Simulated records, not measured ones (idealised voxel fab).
Process module, titled voxel self aligned vias
This is section cut - it's 185 nm across, gridded in 5 nm square cells.
Cross-section, as written here: a square-cell grid given band by band from the top down, where a band holds one or more rows of cells.
Band: top and bottom heights (nm) first, top before bottom; then materials from left to right, widths in nm. "all across" marks a sole material filling the band edge to edge. "blank" denotes empty space.
Height reference: 0 = level under which incoming wafer is all one material. Lowest band: no bottom, runs on downward, e.g. "top 0, no bottom".
The width entry "30..40" should be interpreted row by row: the top row of cells in the band takes the first number, the bottom row takes the second number, and the change between adjacent rows is uniform throughout.
Step marked "left unchanged"? Then no cell in the cross-section changed in it.
"Trapped cavities" specifies each empty space that is not open to the top and that occupies no fewer than 8 cells, using the form width x height at distance, the distance measured from the left edge and all three quantities in nm.
Read whatever lies past the settings on a step's line as the simulator's own remark about the step.
What "overlay nm" on a step's line means: if the step has a mask, that mask lay this far to the right of its planned place, or, when the value is negative, to the left.
## Set out below are the planned steps of the process
- 1: RECEIVE with material Si
- 2: CONFORMAL_DEP with material SiO2, thk nm 15
- 3: CONFORMAL_DEP with material SiCN, thk nm 5
- 4: DIRECTIONAL_DEP with material SiO2, thk nm 20
- 5: DIRECTIONAL_DEP with material aC, thk nm 15
- 6: PATTERN with tone open, mask id LINES, material resist, width nm 20, pitch nm 70, thk nm 35, overlay nm 0
- 7: DIRECTIONAL_ETCH with etch materials aC, depth nm 15
- 8: STRIP with etch materials resist
- 9: DIRECTIONAL_ETCH with etch materials SiO2, depth nm 20
- 10: STRIP with etch materials aC
- 11: CONFORMAL_DEP with material TiN, thk nm 5
- 12: FILL_DEP with material W, thk nm 5
- 13: CMP with height nm 40
- 14: SELECTIVE_ETCH with etch materials W Ru TiN, depth nm 5
- 15: FILL_DEP with material SiN, thk nm 5
- 16: CMP with height nm 40
- 17: DIRECTIONAL_DEP with material SiO2, thk nm 20
- 18: DIRECTIONAL_DEP with material aC, thk nm 15
- 19: PATTERN with tone open, mask id VIAS, material resist, width nm 40, thk nm 30, overlay nm 0
- 20: DIRECTIONAL_ETCH with etch materials aC, depth nm 15
- 21: STRIP with etch materials resist
- 22: DIRECTIONAL_ETCH with etch materials SiO2, depth nm 20
- 23: DIRECTIONAL_ETCH with etch materials SiN, depth nm 5
- 24: STRIP with etch materials aC
- 25: CONFORMAL_DEP with material TiN, thk nm 5
- 26: FILL_DEP with material Cu, thk nm 5
- 27: CMP with height nm 60
- 28: CONFORMAL_DEP with material SiCN, thk nm 5
## The first of two wafers, run as planned
## Delivered wafer in cross-section: state after step 1
* top 0, no bottom | Si all across
* Trapped cavities: none
## The wafer, seen in cross-section, after step 2
* top 15, bottom 0 | SiO2 all across
* Beneath the level 0, the cross-section is identical to its previous state.
## The wafer, seen in cross-section, after step 3
* top 20, bottom 15 | SiCN all across
* Beneath the level 15, the cross-section is identical to its previous state.
## The wafer, seen in cross-section, after step 4
* top 40, bottom 20 | SiO2 all across
* Beneath the level 20, the cross-section is identical to its previous state.
## The wafer, seen in cross-section, after step 5
* top 55, bottom 40 | aC all across
* Beneath the level 40, the cross-section is identical to its previous state.
## The wafer, seen in cross-section, after step 6
* top 90, bottom 55 | resist (45); blank (20); resist (50); blank (20); resist (50)
* Beneath the level 55, the cross-section is identical to its previous state.
## The wafer, seen in cross-section, after step 7
* top 75, bottom 55 | resist (45); blank (20); resist (50); blank (20); resist (50)
* top 55, bottom 40 | aC (45); blank (20); aC (50); blank (20); aC (50)
* Beneath the level 40, the cross-section is identical to its previous state.
## The wafer, seen in cross-section, after step 8
* top 55, bottom 40 | aC (45); blank (20); aC (50); blank (20); aC (50)
* Beneath the level 40, the cross-section is identical to its previous state.
## The wafer, seen in cross-section, after step 9
* top 55, bottom 40 | aC (45); blank (20); aC (50); blank (20); aC (50)
* top 40, bottom 20 | SiO2 (45); blank (20); SiO2 (50); blank (20); SiO2 (50)
* Beneath the level 20, the cross-section is identical to its previous state.
## The wafer, seen in cross-section, after step 10
* top 40, bottom 20 | SiO2 (45); blank (20); SiO2 (50); blank (20); SiO2 (50)
* Beneath the level 20, the cross-section is identical to its previous state.
## The wafer, seen in cross-section, after step 11
* top 45, bottom 40 | TiN (50); blank (10); TiN (60); blank (10); TiN (55)
* top 40, bottom 25 | SiO2 (45); TiN (5); blank (10); TiN (5); SiO2 (50); TiN (5); blank (10); TiN (5); SiO2 (50)
* top 25, bottom 20 | SiO2 (45); TiN (20); SiO2 (50); TiN (20); SiO2 (50)
* Beneath the level 20, the cross-section is identical to its previous state.
## The wafer, seen in cross-section, after step 12
* top 50, bottom 45 | W all across
* top 45, bottom 40 | TiN (50); W (10); TiN (60); W (10); TiN (55)
* top 40, bottom 25 | SiO2 (45); TiN (5); W (10); TiN (5); SiO2 (50); TiN (5); W (10); TiN (5); SiO2 (50)
* Beneath the level 25, the cross-section is identical to its previous state.
## The wafer, seen in cross-section, after step 13
* top 40, bottom 25 | SiO2 (45); TiN (5); W (10); TiN (5); SiO2 (50); TiN (5); W (10); TiN (5); SiO2 (50)
* Beneath the level 25, the cross-section is identical to its previous state.
## The wafer, seen in cross-section, after step 14
* top 40, bottom 35 | SiO2 (45); blank (20); SiO2 (50); blank (20); SiO2 (50)
* Beneath the level 35, the cross-section is identical to its previous state.
## The wafer, seen in cross-section, after step 15
* top 45, bottom 40 | SiN all across
* top 40, bottom 35 | SiO2 (45); SiN (20); SiO2 (50); SiN (20); SiO2 (50)
* Beneath the level 35, the cross-section is identical to its previous state.
## The wafer, seen in cross-section, after step 16
* top 40, bottom 35 | SiO2 (45); SiN (20); SiO2 (50); SiN (20); SiO2 (50)
* Beneath the level 35, the cross-section is identical to its previous state.
## The wafer, seen in cross-section, after step 17
* top 60, bottom 40 | SiO2 all across
* Beneath the level 40, the cross-section is identical to its previous state.
## The wafer, seen in cross-section, after step 18
* top 75, bottom 60 | aC all across
* Beneath the level 60, the cross-section is identical to its previous state.
## The wafer, seen in cross-section, after step 19
* top 105, bottom 75 | resist (35); blank (40); resist (110)
* Beneath the level 75, the cross-section is identical to its previous state.
## The wafer, seen in cross-section, after step 20
* top 90, bottom 75 | resist (35); blank (40); resist (110)
* top 75, bottom 60 | aC (35); blank (40); aC (110)
* Beneath the level 60, the cross-section is identical to its previous state.
## The wafer, seen in cross-section, after step 21
* top 75, bottom 60 | aC (35); blank (40); aC (110)
* Beneath the level 60, the cross-section is identical to its previous state.
## The wafer, seen in cross-section, after step 22
* top 75, bottom 60 | aC (35); blank (40); aC (110)
* top 60, bottom 40 | SiO2 (35); blank (40); SiO2 (110)
* Beneath the level 40, the cross-section is identical to its previous state.
## The wafer, seen in cross-section, after step 23
* top 75, bottom 60 | aC (35); blank (40); aC (110)
* top 60, bottom 40 | SiO2 (35); blank (40); SiO2 (110)
* top 40, bottom 35 | SiO2 (45); blank (20); SiO2 (50); SiN (20); SiO2 (50)
* Beneath the level 35, the cross-section is identical to its previous state.
## The wafer, seen in cross-section, after step 24
* top 60, bottom 40 | SiO2 (35); blank (40); SiO2 (110)
* Beneath the level 40, the cross-section is identical to its previous state.
## The wafer, seen in cross-section, after step 25
* top 65, bottom 60 | TiN (40); blank (30); TiN (115)
* top 60, bottom 45 | SiO2 (35); TiN (5); blank (30); TiN (5); SiO2 (110)
* top 45, bottom 40 | SiO2 (35); TiN (15); blank (10); TiN (15); SiO2 (110)
* top 40, bottom 35 | SiO2 (45); TiN (20); SiO2 (50); SiN (20); SiO2 (50)
* Beneath the level 35, the cross-section is identical to its previous state.
## The wafer, seen in cross-section, after step 26
* top 70, bottom 65 | Cu all across
* top 65, bottom 60 | TiN (40); Cu (30); TiN (115)
* top 60, bottom 45 | SiO2 (35); TiN (5); Cu (30); TiN (5); SiO2 (110)
* top 45, bottom 40 | SiO2 (35); TiN (15); Cu (10); TiN (15); SiO2 (110)
* Beneath the level 40, the cross-section is identical to its previous state.
## The wafer, seen in cross-section, after step 27
* top 60, bottom 45 | SiO2 (35); TiN (5); Cu (30); TiN (5); SiO2 (110)
* Beneath the level 45, the cross-section is identical to its previous state.
## The wafer, seen in cross-section, after step 28
* top 65, bottom 60 | SiCN all across
* Beneath the level 60, the cross-section is identical to its previous state.
## Second Wafer (Identical Start and Plan, One Processing Error; Matches First Wafer Through Step 5)
## Cross-section: second wafer, time at which step 6 was scheduled to end
* top 90, bottom 55 | resist (50); blank (15); resist (55); blank (15); resist (50)
* Beneath the level 55, the cross-section is identical to its previous state.
## Cross-section: second wafer, time at which step 7 was scheduled to end
* top 75, bottom 55 | resist (50); blank (15); resist (55); blank (15); resist (50)
* top 55, bottom 40 | aC (50); blank (15); aC (55); blank (15); aC (50)
* Beneath the level 40, the cross-section is identical to its previous state.
## Cross-section: second wafer, time at which step 8 was scheduled to end
* top 55, bottom 40 | aC (50); blank (15); aC (55); blank (15); aC (50)
* Beneath the level 40, the cross-section is identical to its previous state.
## Cross-section: second wafer, time at which step 9 was scheduled to end
* top 55, bottom 40 | aC (50); blank (15); aC (55); blank (15); aC (50)
* top 40, bottom 20 | SiO2 (50); blank (15); SiO2 (55); blank (15); SiO2 (50)
* Beneath the level 20, the cross-section is identical to its previous state.
## Cross-section: second wafer, time at which step 10 was scheduled to end
* top 40, bottom 20 | SiO2 (50); blank (15); SiO2 (55); blank (15); SiO2 (50)
* Beneath the level 20, the cross-section is identical to its previous state.
## Cross-section: second wafer, time at which step 11 was scheduled to end
* top 45, bottom 40 | TiN (55); blank (5); TiN (65); blank (5); TiN (55)
* top 40, bottom 25 | SiO2 (50); TiN (5); blank (5); TiN (5); SiO2 (55); TiN (5); blank (5); TiN (5); SiO2 (50)
* top 25, bottom 20 | SiO2 (50); TiN (15); SiO2 (55); TiN (15); SiO2 (50)
* Beneath the level 20, the cross-section is identical to its previous state.
## Cross-section: second wafer, time at which step 12 was scheduled to end
* top 50, bottom 45 | W all across
* top 45, bottom 40 | TiN (55); W (5); TiN (65); W (5); TiN (55)
* top 40, bottom 25 | SiO2 (50); TiN (5); W (5); TiN (5); SiO2 (55); TiN (5); W (5); TiN (5); SiO2 (50)
* Beneath the level 25, the cross-section is identical to its previous state.
## Cross-section: second wafer, time at which step 13 was scheduled to end
* top 40, bottom 25 | SiO2 (50); TiN (5); W (5); TiN (5); SiO2 (55); TiN (5); W (5); TiN (5); SiO2 (50)
* Beneath the level 25, the cross-section is identical to its previous state.
## Cross-section: second wafer, time at which step 14 was scheduled to end
* top 40, bottom 35 | SiO2 (50); blank (15); SiO2 (55); blank (15); SiO2 (50)
* Beneath the level 35, the cross-section is identical to its previous state.
## Cross-section: second wafer, time at which step 15 was scheduled to end
* top 45, bottom 40 | SiN all across
* top 40, bottom 35 | SiO2 (50); SiN (15); SiO2 (55); SiN (15); SiO2 (50)
* Beneath the level 35, the cross-section is identical to its previous state.
## Cross-section: second wafer, time at which step 16 was scheduled to end
* top 40, bottom 35 | SiO2 (50); SiN (15); SiO2 (55); SiN (15); SiO2 (50)
* Beneath the level 35, the cross-section is identical to its previous state.
## Cross-section: second wafer, time at which step 17 was scheduled to end
* top 60, bottom 40 | SiO2 all across
* Beneath the level 40, the cross-section is identical to its previous state.
## Cross-section: second wafer, time at which step 18 was scheduled to end
* top 75, bottom 60 | aC all across
* Beneath the level 60, the cross-section is identical to its previous state.
## Cross-section: second wafer, time at which step 19 was scheduled to end
* top 105, bottom 75 | resist (35); blank (40); resist (110)
* Beneath the level 75, the cross-section is identical to its previous state.
## Cross-section: second wafer, time at which step 20 was scheduled to end
* top 90, bottom 75 | resist (35); blank (40); resist (110)
* top 75, bottom 60 | aC (35); blank (40); aC (110)
* Beneath the level 60, the cross-section is identical to its previous state.
## Cross-section: second wafer, time at which step 21 was scheduled to end
* top 75, bottom 60 | aC (35); blank (40); aC (110)
* Beneath the level 60, the cross-section is identical to its previous state.
## Cross-section: second wafer, time at which step 22 was scheduled to end
* top 75, bottom 60 | aC (35); blank (40); aC (110)
* top 60, bottom 40 | SiO2 (35); blank (40); SiO2 (110)
* Beneath the level 40, the cross-section is identical to its previous state.
## Cross-section: second wafer, time at which step 23 was scheduled to end
* top 75, bottom 60 | aC (35); blank (40); aC (110)
* top 60, bottom 40 | SiO2 (35); blank (40); SiO2 (110)
* top 40, bottom 35 | SiO2 (50); blank (15); SiO2 (55); SiN (15); SiO2 (50)
* Beneath the level 35, the cross-section is identical to its previous state.
## Cross-section: second wafer, time at which step 24 was scheduled to end
* top 60, bottom 40 | SiO2 (35); blank (40); SiO2 (110)
* Beneath the level 40, the cross-section is identical to its previous state.
## Cross-section: second wafer, time at which step 25 was scheduled to end
* top 65, bottom 60 | TiN (40); blank (30); TiN (115)
* top 60, bottom 45 | SiO2 (35); TiN (5); blank (30); TiN (5); SiO2 (110)
* top 45, bottom 40 | SiO2 (35); TiN (20); blank (5); TiN (15); SiO2 (110)
* top 40, bottom 35 | SiO2 (50); TiN (15); SiO2 (55); SiN (15); SiO2 (50)
* Beneath the level 35, the cross-section is identical to its previous state.
## Cross-section: second wafer, time at which step 26 was scheduled to end
* top 70, bottom 65 | Cu all across
* top 65, bottom 60 | TiN (40); Cu (30); TiN (115)
* top 60, bottom 45 | SiO2 (35); TiN (5); Cu (30); TiN (5); SiO2 (110)
* top 45, bottom 40 | SiO2 (35); TiN (20); Cu (5); TiN (15); SiO2 (110)
* Beneath the level 40, the cross-section is identical to its previous state.
## Cross-section: second wafer, time at which step 27 was scheduled to end
* top 60, bottom 45 | SiO2 (35); TiN (5); Cu (30); TiN (5); SiO2 (110)
* Beneath the level 45, the cross-section is identical to its previous state.
## Cross-section: second wafer, time at which step 28 was scheduled to end
* top 65, bottom 60 | SiCN all across
* Beneath the level 60, the cross-section is identical to its previous state.
In executing the process, a mistake was made relative to the plan: for step 6, the planned setting was not used; the step was instead run as PATTERN with tone open, mask id LINES, material resist, width nm 15, pitch nm 70, thk nm 35, overlay nm 0
Bottom line after processing is that, in cells, the second wafer is up or down on some materials versus the first: 1 fewer of Cu; 1 fewer of SiN; 8 more of SiO2; 2 fewer of TiN; 4 fewer of W
